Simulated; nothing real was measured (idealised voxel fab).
process module | voxel transistor to metal
cross-section cut | 300 nm wide | cells 5 nm
A cross-section is a grid of square cells, given in bands from the top down. A band is one or more rows of cells.
Each band's line starts with the height of the band's top and of its bottom, in nm. Then come its materials from left to right, each with its width in nm. One material with "throughout" fills the band from edge to edge. "air" is empty space.
Height 0 is the level under which the wafer as received is all one material. The lowest band goes on downwards, as in "0 down".
A width such as "30 to 40" changes by the same amount from each row of cells to the next, from the band's top row to its bottom row.
"no change" after a step means that no cell of the cross-section changed.
closed voids: empty space of 8 cells or more with no open way to the top, each as width x height at its distance from the left edge, in nm
after a step's settings: what the simulator itself notes on the step
overlay nm, on a step with a mask: how far to the right of its planned place the mask lay; to the left if negative
plan
1 op RECEIVE | material Si
2 op OXIDIZE | depth nm 5
3 op CONFORMAL_DEP | material SiN | thk nm 10
4 op MASKED_ETCH | tone cover | mask id ACTIVE | width nm 115 | pitch nm 140 | etch materials SiN | depth nm 10 | overlay nm 0
5 op MASKED_ETCH | tone cover | mask id ACTIVE | width nm 115 | pitch nm 140 | etch materials SiO2 | depth nm 5 | overlay nm 0
6 op MASKED_ETCH | tone cover | mask id ACTIVE | width nm 115 | pitch nm 140 | etch materials Si | depth nm 35 | overlay nm 0
7 op OXIDIZE | depth nm 5
8 op FILL_DEP | material SiO2 | thk nm 5
9 op CMP | height nm 10
10 op SELECTIVE_ETCH | etch materials SiO2 | depth nm 10
11 op STRIP | etch materials SiN
12 op SELECTIVE_ETCH | etch materials SiO2 | depth nm 5
13 op OXIDIZE | depth nm 5
14 op DIRECTIONAL_DEP | material polySi | thk nm 30
15 op DIRECTIONAL_DEP | material SiCN | thk nm 15
16 op PATTERN | tone cover | mask id GATE | material resist | width nm 35 | pitch nm 140 | thk nm 15 | overlay nm 0
17 op DIRECTIONAL_ETCH | etch materials SiCN | depth nm 25
18 op DIRECTIONAL_ETCH | etch materials polySi | depth nm 40
19 op STRIP | etch materials resist
20 op CONFORMAL_DEP | material SiO2 | thk nm 5
21 op DIRECTIONAL_ETCH | etch materials SiO2 | depth nm 5
22 op CONFORMAL_DEP | material SiN | thk nm 10
23 op DIRECTIONAL_ETCH | etch materials SiN | depth nm 10
24 op DIRECTIONAL_ETCH | etch materials SiO2 | depth nm 5
25 op DIRECTIONAL_ETCH | etch materials Si | depth nm 10
26 op EPI | material nSi | thk nm 10
27 op FILL_DEP | material SiO2 | thk nm 10
28 op CMP | height nm 25
29 op STRIP | etch materials polySi
30 op SELECTIVE_ETCH | etch materials SiO2 | depth nm 5
31 op CONFORMAL_DEP | material HfO2 | thk nm 5
32 op CONFORMAL_DEP | material TiN | thk nm 5
33 op FILL_DEP | material W | thk nm 10
34 op CMP | height nm 20
35 op DIRECTIONAL_DEP | material SiO2 | thk nm 15
36 op DIRECTIONAL_DEP | material aC | thk nm 15
37 op PATTERN | tone open | mask id CONTACT | material resist | width nm 20 | thk nm 30 | overlay nm 0
38 op DIRECTIONAL_ETCH | etch materials aC | depth nm 15
39 op STRIP | etch materials resist
40 op DIRECTIONAL_ETCH | etch materials SiO2 | depth nm 45
41 op STRIP | etch materials aC
42 op CONFORMAL_DEP | material TiN | thk nm 5
43 op FILL_DEP | material W | thk nm 5
44 op CMP | height nm 35
45 op DIRECTIONAL_DEP | material TiN | thk nm 5
46 op DIRECTIONAL_DEP | material W | thk nm 20
47 op DIRECTIONAL_DEP | material aC | thk nm 10
48 op PATTERN | tone cover | mask id METAL_1 | material resist | width nm 20 | thk nm 25 | overlay nm 0
49 op DIRECTIONAL_ETCH | etch materials aC | depth nm 10
50 op STRIP | etch materials resist
51 op DIRECTIONAL_ETCH | etch materials W | depth nm 20
52 op DIRECTIONAL_ETCH | etch materials TiN | depth nm 5
53 op STRIP | etch materials aC
54 op FILL_DEP | material lowk | thk nm 10
55 op CMP | height nm 60
56 op CONFORMAL_DEP | material SiN | thk nm 5
first wafer, as planned
as received, after step 1
  0 down: Si throughout
  closed voids: none
after step 2
  0 to -5: SiO2 throughout
  below -5: unchanged
after step 3
  10 to 0: SiN throughout
  below 0: unchanged
after step 4
  10 to 0: air 20 | SiN 115 | air 25 | SiN 115 | air 25
  below 0: unchanged
after step 5
  10 to 0: air 20 | SiN 115 | air 25 | SiN 115 | air 25
  0 to -5: air 20 | SiO2 115 | air 25 | SiO2 115 | air 25
  below -5: unchanged
after step 6
  10 to 0: air 20 | SiN 115 | air 25 | SiN 115 | air 25
  0 to -5: air 20 | SiO2 115 | air 25 | SiO2 115 | air 25
  -5 to -40: air 20 | Si 115 | air 25 | Si 115 | air 25
  below -40: unchanged
after step 7
  10 to 0: air 20 | SiN 115 | air 25 | SiN 115 | air 25
  0 to -5: air 20 | SiO2 115 | air 25 | SiO2 115 | air 25
  -5 to -40: air 20 | SiO2 5 | Si 105 | SiO2 5 | air 25 | SiO2 5 | Si 105 | SiO2 5 | air 25
  -40 to -45: SiO2 25 | Si 105 | SiO2 35 | Si 105 | SiO2 30
  below -45: unchanged
after step 8
  15 to 10: SiO2 throughout
  10 to 0: SiO2 20 | SiN 115 | SiO2 25 | SiN 115 | SiO2 25
  0 to -5: SiO2 throughout
  -5 to -45: SiO2 25 | Si 105 | SiO2 35 | Si 105 | SiO2 30
  below -45: unchanged
after step 9
  10 to 0: SiO2 20 | SiN 115 | SiO2 25 | SiN 115 | SiO2 25
  below 0: unchanged
after step 10
  10 to 0: air 20 | SiN 115 | air 25 | SiN 115 | air 25
  below 0: unchanged
after step 11
  0 to -5: SiO2 throughout
  below -5: unchanged
after step 12
  -5 to -45: SiO2 25 | Si 105 | SiO2 35 | Si 105 | SiO2 30
  below -45: unchanged
after step 13
  -5 to -10: SiO2 throughout
  below -10: unchanged
after step 14
  25 to -5: polySi throughout
  below -5: unchanged
after step 15
  40 to 25: SiCN throughout
  below 25: unchanged
after step 16
  55 to 40: air 60 | resist 35 | air 105 | resist 35 | air 65
  below 40: unchanged
after step 17
  55 to 40: air 60 | resist 35 | air 105 | resist 35 | air 65
  40 to 25: air 60 | SiCN 35 | air 105 | SiCN 35 | air 65
  below 25: unchanged
after step 18
  55 to 40: air 60 | resist 35 | air 105 | resist 35 | air 65
  40 to 25: air 60 | SiCN 35 | air 105 | SiCN 35 | air 65
  25 to -5: air 60 | polySi 35 | air 105 | polySi 35 | air 65
  below -5: unchanged
after step 19
  40 to 25: air 60 | SiCN 35 | air 105 | SiCN 35 | air 65
  below 25: unchanged
after step 20
  45 to 40: air 55 | SiO2 45 | air 95 | SiO2 45 | air 60
  40 to 25: air 55 | SiO2 5 | SiCN 35 | SiO2 5 | air 95 | SiO2 5 | SiCN 35 | SiO2 5 | air 60
  25 to 0: air 55 | SiO2 5 | polySi 35 | SiO2 5 | air 95 | SiO2 5 | polySi 35 | SiO2 5 | air 60
  0 to -5: SiO2 60 | polySi 35 | SiO2 105 | polySi 35 | SiO2 65
  below -5: unchanged
after step 21
  40 to 25: air 55 | SiO2 5 | SiCN 35 | SiO2 5 | air 95 | SiO2 5 | SiCN 35 | SiO2 5 | air 60
  25 to -5: air 55 | SiO2 5 | polySi 35 | SiO2 5 | air 95 | SiO2 5 | polySi 35 | SiO2 5 | air 60
  below -5: unchanged
after step 22
  50 to 40: air 45 | SiN 65 | air 75 | SiN 65 | air 50
  40 to 25: air 45 | SiN 10 | SiO2 5 | SiCN 35 | SiO2 5 | SiN 10 | air 75 | SiN 10 | SiO2 5 | SiCN 35 | SiO2 5 | SiN 10 | air 50
  25 to 5: air 45 | SiN 10 | SiO2 5 | polySi 35 | SiO2 5 | SiN 10 | air 75 | SiN 10 | SiO2 5 | polySi 35 | SiO2 5 | SiN 10 | air 50
  5 to -5: SiN 55 | SiO2 5 | polySi 35 | SiO2 5 | SiN 95 | SiO2 5 | polySi 35 | SiO2 5 | SiN 60
  below -5: unchanged
after step 23
  40 to 25: air 45 | SiN 10 | SiO2 5 | SiCN 35 | SiO2 5 | SiN 10 | air 75 | SiN 10 | SiO2 5 | SiCN 35 | SiO2 5 | SiN 10 | air 50
  25 to -5: air 45 | SiN 10 | SiO2 5 | polySi 35 | SiO2 5 | SiN 10 | air 75 | SiN 10 | SiO2 5 | polySi 35 | SiO2 5 | SiN 10 | air 50
  below -5: unchanged
after step 24
  40 to 35: air 45 | SiN 10 | air 5 | SiCN 35 | air 5 | SiN 10 | air 75 | SiN 10 | air 5 | SiCN 35 | air 5 | SiN 10 | air 50
  35 to 25: air 45 | SiN 10 | SiO2 5 | SiCN 35 | SiO2 5 | SiN 10 | air 75 | SiN 10 | SiO2 5 | SiCN 35 | SiO2 5 | SiN 10 | air 50
  25 to -5: air 45 | SiN 10 | SiO2 5 | polySi 35 | SiO2 5 | SiN 10 | air 75 | SiN 10 | SiO2 5 | polySi 35 | SiO2 5 | SiN 10 | air 50
  -5 to -10: air 45 | SiO2 65 | air 75 | SiO2 65 | air 50
  below -10: unchanged
after step 25
  40 to 35: air 45 | SiN 10 | air 5 | SiCN 35 | air 5 | SiN 10 | air 75 | SiN 10 | air 5 | SiCN 35 | air 5 | SiN 10 | air 50
  35 to 25: air 45 | SiN 10 | SiO2 5 | SiCN 35 | SiO2 5 | SiN 10 | air 75 | SiN 10 | SiO2 5 | SiCN 35 | SiO2 5 | SiN 10 | air 50
  25 to -5: air 45 | SiN 10 | SiO2 5 | polySi 35 | SiO2 5 | SiN 10 | air 75 | SiN 10 | SiO2 5 | polySi 35 | SiO2 5 | SiN 10 | air 50
  -5 to -10: air 45 | SiO2 65 | air 75 | SiO2 65 | air 50
  -10 to -20: SiO2 25 | air 20 | Si 65 | air 20 | SiO2 35 | air 20 | Si 65 | air 20 | SiO2 30
  below -20: unchanged
after step 26
  40 to 35: air 45 | SiN 10 | air 5 | SiCN 35 | air 5 | SiN 10 | air 75 | SiN 10 | air 5 | SiCN 35 | air 5 | SiN 10 | air 50
  35 to 25: air 45 | SiN 10 | SiO2 5 | SiCN 35 | SiO2 5 | SiN 10 | air 75 | SiN 10 | SiO2 5 | SiCN 35 | SiO2 5 | SiN 10 | air 50
  25 to 0: air 45 | SiN 10 | SiO2 5 | polySi 35 | SiO2 5 | SiN 10 | air 75 | SiN 10 | SiO2 5 | polySi 35 | SiO2 5 | SiN 10 | air 50
  0 to -5: air 35 | nSi 10 | SiN 10 | SiO2 5 | polySi 35 | SiO2 5 | SiN 10 | nSi 10 | air 55 | nSi 10 | SiN 10 | SiO2 5 | polySi 35 | SiO2 5 | SiN 10 | nSi 10 | air 40
  -5 to -10: air 35 | nSi 10 | SiO2 65 | nSi 10 | air 55 | nSi 10 | SiO2 65 | nSi 10 | air 40
  -10 to -20: SiO2 25 | nSi 20 | Si 65 | nSi 20 | SiO2 35 | nSi 20 | Si 65 | nSi 20 | SiO2 30
  below -20: unchanged
after step 27
  50 to 40: SiO2 throughout
  40 to 25: SiO2 45 | SiN 10 | SiO2 5 | SiCN 35 | SiO2 5 | SiN 10 | SiO2 75 | SiN 10 | SiO2 5 | SiCN 35 | SiO2 5 | SiN 10 | SiO2 50
  25 to 0: SiO2 45 | SiN 10 | SiO2 5 | polySi 35 | SiO2 5 | SiN 10 | SiO2 75 | SiN 10 | SiO2 5 | polySi 35 | SiO2 5 | SiN 10 | SiO2 50
  0 to -5: SiO2 35 | nSi 10 | SiN 10 | SiO2 5 | polySi 35 | SiO2 5 | SiN 10 | nSi 10 | SiO2 55 | nSi 10 | SiN 10 | SiO2 5 | polySi 35 | SiO2 5 | SiN 10 | nSi 10 | SiO2 40
  -5 to -10: SiO2 35 | nSi 10 | SiO2 65 | nSi 10 | SiO2 55 | nSi 10 | SiO2 65 | nSi 10 | SiO2 40
  below -10: unchanged
after step 28
  25 to 0: SiO2 45 | SiN 10 | SiO2 5 | polySi 35 | SiO2 5 | SiN 10 | SiO2 75 | SiN 10 | SiO2 5 | polySi 35 | SiO2 5 | SiN 10 | SiO2 50
  below 0: unchanged
after step 29
  25 to 0: SiO2 45 | SiN 10 | SiO2 5 | air 35 | SiO2 5 | SiN 10 | SiO2 75 | SiN 10 | SiO2 5 | air 35 | SiO2 5 | SiN 10 | SiO2 50
  0 to -5: SiO2 35 | nSi 10 | SiN 10 | SiO2 5 | air 35 | SiO2 5 | SiN 10 | nSi 10 | SiO2 55 | nSi 10 | SiN 10 | SiO2 5 | air 35 | SiO2 5 | SiN 10 | nSi 10 | SiO2 40
  below -5: unchanged
after step 30
  25 to 20: air 45 | SiN 10 | air 45 | SiN 10 | air 75 | SiN 10 | air 45 | SiN 10 | air 50
  20 to 0: SiO2 45 | SiN 10 | air 45 | SiN 10 | SiO2 75 | SiN 10 | air 45 | SiN 10 | SiO2 50
  0 to -5: SiO2 35 | nSi 10 | SiN 10 | air 45 | SiN 10 | nSi 10 | SiO2 55 | nSi 10 | SiN 10 | air 45 | SiN 10 | nSi 10 | SiO2 40
  -5 to -10: SiO2 35 | nSi 10 | SiO2 10 | air 45 | SiO2 10 | nSi 10 | SiO2 55 | nSi 10 | SiO2 10 | air 45 | SiO2 10 | nSi 10 | SiO2 40
  below -10: unchanged
after step 31
  30 to 25: air 40 | HfO2 20 | air 35 | HfO2 20 | air 65 | HfO2 20 | air 35 | HfO2 20 | air 45
  25 to 20: HfO2 45 | SiN 10 | HfO2 5 | air 35 | HfO2 5 | SiN 10 | HfO2 75 | SiN 10 | HfO2 5 | air 35 | HfO2 5 | SiN 10 | HfO2 50
  20 to 0: SiO2 45 | SiN 10 | HfO2 5 | air 35 | HfO2 5 | SiN 10 | SiO2 75 | SiN 10 | HfO2 5 | air 35 | HfO2 5 | SiN 10 | SiO2 50
  0 to -5: SiO2 35 | nSi 10 | SiN 10 | HfO2 5 | air 35 | HfO2 5 | SiN 10 | nSi 10 | SiO2 55 | nSi 10 | SiN 10 | HfO2 5 | air 35 | HfO2 5 | SiN 10 | nSi 10 | SiO2 40
  -5 to -10: SiO2 35 | nSi 10 | SiO2 10 | HfO2 45 | SiO2 10 | nSi 10 | SiO2 55 | nSi 10 | SiO2 10 | HfO2 45 | SiO2 10 | nSi 10 | SiO2 40
  below -10: unchanged
after step 32
  35 to 30: air 35 | TiN 30 | air 25 | TiN 30 | air 55 | TiN 30 | air 25 | TiN 30 | air 40
  30 to 25: TiN 40 | HfO2 20 | TiN 5 | air 25 | TiN 5 | HfO2 20 | TiN 65 | HfO2 20 | TiN 5 | air 25 | TiN 5 | HfO2 20 | TiN 45
  25 to 20: HfO2 45 | SiN 10 | HfO2 5 | TiN 5 | air 25 | TiN 5 | HfO2 5 | SiN 10 | HfO2 75 | SiN 10 | HfO2 5 | TiN 5 | air 25 | TiN 5 | HfO2 5 | SiN 10 | HfO2 50
  20 to 0: SiO2 45 | SiN 10 | HfO2 5 | TiN 5 | air 25 | TiN 5 | HfO2 5 | SiN 10 | SiO2 75 | SiN 10 | HfO2 5 | TiN 5 | air 25 | TiN 5 | HfO2 5 | SiN 10 | SiO2 50
  0 to -5: SiO2 35 | nSi 10 | SiN 10 | HfO2 5 | TiN 35 | HfO2 5 | SiN 10 | nSi 10 | SiO2 55 | nSi 10 | SiN 10 | HfO2 5 | TiN 35 | HfO2 5 | SiN 10 | nSi 10 | SiO2 40
  below -5: unchanged
after step 33
  45 to 35: W throughout
  35 to 30: W 35 | TiN 30 | W 25 | TiN 30 | W 55 | TiN 30 | W 25 | TiN 30 | W 40
  30 to 25: TiN 40 | HfO2 20 | TiN 5 | W 25 | TiN 5 | HfO2 20 | TiN 65 | HfO2 20 | TiN 5 | W 25 | TiN 5 | HfO2 20 | TiN 45
  25 to 20: HfO2 45 | SiN 10 | HfO2 5 | TiN 5 | W 25 | TiN 5 | HfO2 5 | SiN 10 | HfO2 75 | SiN 10 | HfO2 5 | TiN 5 | W 25 | TiN 5 | HfO2 5 | SiN 10 | HfO2 50
  20 to 0: SiO2 45 | SiN 10 | HfO2 5 | TiN 5 | W 25 | TiN 5 | HfO2 5 | SiN 10 | SiO2 75 | SiN 10 | HfO2 5 | TiN 5 | W 25 | TiN 5 | HfO2 5 | SiN 10 | SiO2 50
  below 0: unchanged
after step 34
  20 to 0: SiO2 45 | SiN 10 | HfO2 5 | TiN 5 | W 25 | TiN 5 | HfO2 5 | SiN 10 | SiO2 75 | SiN 10 | HfO2 5 | TiN 5 | W 25 | TiN 5 | HfO2 5 | SiN 10 | SiO2 50
  below 0: unchanged
after step 35
  35 to 20: SiO2 throughout
  below 20: unchanged
after step 36
  50 to 35: aC throughout
  below 35: unchanged
after step 37
  80 to 50: resist 25 | air 20 | resist 65 | air 20 | resist 35 | air 20 | resist 65 | air 20 | resist 30
  below 50: unchanged
after step 38
  65 to 50: resist 25 | air 20 | resist 65 | air 20 | resist 35 | air 20 | resist 65 | air 20 | resist 30
  50 to 35: aC 25 | air 20 | aC 65 | air 20 | aC 35 | air 20 | aC 65 | air 20 | aC 30
  below 35: unchanged
after step 39
  50 to 35: aC 25 | air 20 | aC 65 | air 20 | aC 35 | air 20 | aC 65 | air 20 | aC 30
  below 35: unchanged
after step 40
  50 to 35: aC 25 | air 20 | aC 65 | air 20 | aC 35 | air 20 | aC 65 | air 20 | aC 30
  35 to 20: SiO2 25 | air 20 | SiO2 65 | air 20 | SiO2 35 | air 20 | SiO2 65 | air 20 | SiO2 30
  20 to 0: SiO2 25 | air 20 | SiN 10 | HfO2 5 | TiN 5 | W 25 | TiN 5 | HfO2 5 | SiN 10 | air 20 | SiO2 35 | air 20 | SiN 10 | HfO2 5 | TiN 5 | W 25 | TiN 5 | HfO2 5 | SiN 10 | air 20 | SiO2 30
  0 to -5: SiO2 25 | air 10 | nSi 10 | SiN 10 | HfO2 5 | TiN 35 | HfO2 5 | SiN 10 | nSi 10 | air 10 | SiO2 35 | air 10 | nSi 10 | SiN 10 | HfO2 5 | TiN 35 | HfO2 5 | SiN 10 | nSi 10 | air 10 | SiO2 30
  -5 to -10: SiO2 25 | air 10 | nSi 10 | SiO2 10 | HfO2 45 | SiO2 10 | nSi 10 | air 10 | SiO2 35 | air 10 | nSi 10 | SiO2 10 | HfO2 45 | SiO2 10 | nSi 10 | air 10 | SiO2 30
  below -10: unchanged
after step 41
  35 to 20: SiO2 25 | air 20 | SiO2 65 | air 20 | SiO2 35 | air 20 | SiO2 65 | air 20 | SiO2 30
  below 20: unchanged
after step 42
  40 to 35: TiN 30 | air 10 | TiN 75 | air 10 | TiN 45 | air 10 | TiN 75 | air 10 | TiN 35
  35 to 20: SiO2 25 | TiN 5 | air 10 | TiN 5 | SiO2 65 | TiN 5 | air 10 | TiN 5 | SiO2 35 | TiN 5 | air 10 | TiN 5 | SiO2 65 | TiN 5 | air 10 | TiN 5 | SiO2 30
  20 to 5: SiO2 25 | TiN 5 | air 10 | TiN 5 | SiN 10 | HfO2 5 | TiN 5 | W 25 | TiN 5 | HfO2 5 | SiN 10 | TiN 5 | air 10 | TiN 5 | SiO2 35 | TiN 5 | air 10 | TiN 5 | SiN 10 | HfO2 5 | TiN 5 | W 25 | TiN 5 | HfO2 5 | SiN 10 | TiN 5 | air 10 | TiN 5 | SiO2 30
  5 to 0: SiO2 25 | TiN 20 | SiN 10 | HfO2 5 | TiN 5 | W 25 | TiN 5 | HfO2 5 | SiN 10 | TiN 20 | SiO2 35 | TiN 20 | SiN 10 | HfO2 5 | TiN 5 | W 25 | TiN 5 | HfO2 5 | SiN 10 | TiN 20 | SiO2 30
  0 to -5: SiO2 25 | TiN 10 | nSi 10 | SiN 10 | HfO2 5 | TiN 35 | HfO2 5 | SiN 10 | nSi 10 | TiN 10 | SiO2 35 | TiN 10 | nSi 10 | SiN 10 | HfO2 5 | TiN 35 | HfO2 5 | SiN 10 | nSi 10 | TiN 10 | SiO2 30
  -5 to -10: SiO2 25 | TiN 10 | nSi 10 | SiO2 10 | HfO2 45 | SiO2 10 | nSi 10 | TiN 10 | SiO2 35 | TiN 10 | nSi 10 | SiO2 10 | HfO2 45 | SiO2 10 | nSi 10 | TiN 10 | SiO2 30
  below -10: unchanged
after step 43
  45 to 40: W throughout
  40 to 35: TiN 30 | W 10 | TiN 75 | W 10 | TiN 45 | W 10 | TiN 75 | W 10 | TiN 35
  35 to 20: SiO2 25 | TiN 5 | W 10 | TiN 5 | SiO2 65 | TiN 5 | W 10 | TiN 5 | SiO2 35 | TiN 5 | W 10 | TiN 5 | SiO2 65 | TiN 5 | W 10 | TiN 5 | SiO2 30
  20 to 5: SiO2 25 | TiN 5 | W 10 | TiN 5 | SiN 10 | HfO2 5 | TiN 5 | W 25 | TiN 5 | HfO2 5 | SiN 10 | TiN 5 | W 10 | TiN 5 | SiO2 35 | TiN 5 | W 10 | TiN 5 | SiN 10 | HfO2 5 | TiN 5 | W 25 | TiN 5 | HfO2 5 | SiN 10 | TiN 5 | W 10 | TiN 5 | SiO2 30
  below 5: unchanged
after step 44
  35 to 20: SiO2 25 | TiN 5 | W 10 | TiN 5 | SiO2 65 | TiN 5 | W 10 | TiN 5 | SiO2 35 | TiN 5 | W 10 | TiN 5 | SiO2 65 | TiN 5 | W 10 | TiN 5 | SiO2 30
  below 20: unchanged
after step 45
  40 to 35: TiN throughout
  below 35: unchanged
after step 46
  60 to 40: W throughout
  below 40: unchanged
after step 47
  70 to 60: aC throughout
  below 60: unchanged
after step 48
  95 to 70: air 25 | resist 20 | air 65 | resist 20 | air 35 | resist 20 | air 65 | resist 20 | air 30
  below 70: unchanged
after step 49
  85 to 70: air 25 | resist 20 | air 65 | resist 20 | air 35 | resist 20 | air 65 | resist 20 | air 30
  70 to 60: air 25 | aC 20 | air 65 | aC 20 | air 35 | aC 20 | air 65 | aC 20 | air 30
  below 60: unchanged
after step 50
  70 to 60: air 25 | aC 20 | air 65 | aC 20 | air 35 | aC 20 | air 65 | aC 20 | air 30
  below 60: unchanged
after step 51
  70 to 60: air 25 | aC 20 | air 65 | aC 20 | air 35 | aC 20 | air 65 | aC 20 | air 30
  60 to 40: air 25 | W 20 | air 65 | W 20 | air 35 | W 20 | air 65 | W 20 | air 30
  below 40: unchanged
after step 52
  70 to 60: air 25 | aC 20 | air 65 | aC 20 | air 35 | aC 20 | air 65 | aC 20 | air 30
  60 to 40: air 25 | W 20 | air 65 | W 20 | air 35 | W 20 | air 65 | W 20 | air 30
  40 to 35: air 25 | TiN 20 | air 65 | TiN 20 | air 35 | TiN 20 | air 65 | TiN 20 | air 30
  below 35: unchanged
after step 53
  60 to 40: air 25 | W 20 | air 65 | W 20 | air 35 | W 20 | air 65 | W 20 | air 30
  below 40: unchanged
after step 54
  70 to 60: lowk throughout
  60 to 40: lowk 25 | W 20 | lowk 65 | W 20 | lowk 35 | W 20 | lowk 65 | W 20 | lowk 30
  40 to 35: lowk 25 | TiN 20 | lowk 65 | TiN 20 | lowk 35 | TiN 20 | lowk 65 | TiN 20 | lowk 30
  below 35: unchanged
after step 55
  60 to 40: lowk 25 | W 20 | lowk 65 | W 20 | lowk 35 | W 20 | lowk 65 | W 20 | lowk 30
  below 40: unchanged
after step 56
  65 to 60: SiN throughout
  below 60: unchanged
second wafer: like start, like plan, one mistake. Through step 55 it matches the first wafer
when step 56 should have ended
  75 to 60: SiN throughout
  below 60: unchanged
what went wrong: step 56 ran as: op CONFORMAL_DEP | material SiN | thk nm 15
at the end the second wafer has, in cells: 120 more of SiN
